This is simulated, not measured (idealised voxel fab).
Herein follows the process module entitled voxel local oxidation.
The figure presents cross-section cut, which has a width of 280 nm and is divided into square cells with an edge length of 5 nm.
Notation: cross-section as square-cell grid; stated in bands, top first, going down; one or more cell rows per band.
Read a band's entry like this: the first values are the height of its top and the height of its bottom in nm, and what follows is the sequence of materials from left to right, each with its width in nm. Note that "air" is empty space, and that a single material marked "everywhere" reaches across the band from edge to edge.
Beneath 0, the wafer as received is one material, and that level is where height counting begins. The lowest band goes on downward without a bottom; it is written like "0 nm and below".
A two-number width, for instance "30..40", indicates that the width is equal to the first number in the top row of the band and to the second number in the bottom row, and that it changes by a constant amount per row of cells.
Where a step carries "same as before", the cross-section came out of it unchanged, cell for cell.
The list in "Sealed internal cavities" covers empty spaces of 8 cells or more that cannot reach the top through any open way, and it gives each as width x height at distance; the distance is from the left edge, and width, height and distance are in nm.
Where a step's line continues beyond its settings, the continuation is a remark by the simulator itself on that step.
Regarding "overlay nm": on a step with a mask, it is the distance the mask lay to the right of its planned place; a negative value places it to the left.

## The planned process steps are enumerated hereunder
step 1: RECEIVE: material Si
step 2: CONFORMAL_DEP: material SiO2, thk nm 5
step 3: CONFORMAL_DEP: material SiN, thk nm 15
step 4: DIRECTIONAL_DEP: material aC, thk nm 15
step 5: PATTERN: tone cover, mask id ACTIVE, material resist, width nm 125, thk nm 30, overlay nm 0
step 6: DIRECTIONAL_ETCH: etch materials aC, depth nm 15
step 7: STRIP: etch materials resist
step 8: DIRECTIONAL_ETCH: etch materials SiN, depth nm 15
step 9: STRIP: etch materials aC
step 10: SELECTIVE_ETCH: etch materials SiO2, depth nm 5
step 11: OXIDIZE: depth nm 15
step 12: STRIP: etch materials SiN

## Received-state cross-section, reflecting completion of step 1
0 nm and below = Si everywhere
Sealed internal cavities: none

## Run as planned - first of the two wafers cross-sectioned at the end of the module
5 nm to 0 nm = 80 nm air, then 115 nm SiO2, then 85 nm air
0 nm to -15 nm = 95 nm SiO2, then 85 nm Si, then 100 nm SiO2
-15 nm and below = Si everywhere
Sealed internal cavities: none

## Wafer two, sectioned after the module: the first wafer's start, the first wafer's plan, and one mistake in how it was run
5 nm to 0 nm = 85 nm air, then 115 nm SiO2, then 80 nm air
0 nm to -15 nm = 100 nm SiO2, then 85 nm Si, then 95 nm SiO2
-15 nm and below = Si everywhere
Sealed internal cavities: none
what went wrong: so step 5 ended up running with a different setting than we planned, it ran as PATTERN: tone cover, mask id ACTIVE, material resist, width nm 125, thk nm 30, overlay nm 5
at the end the second wafer has, in cells: as many of each material as the first, in other places
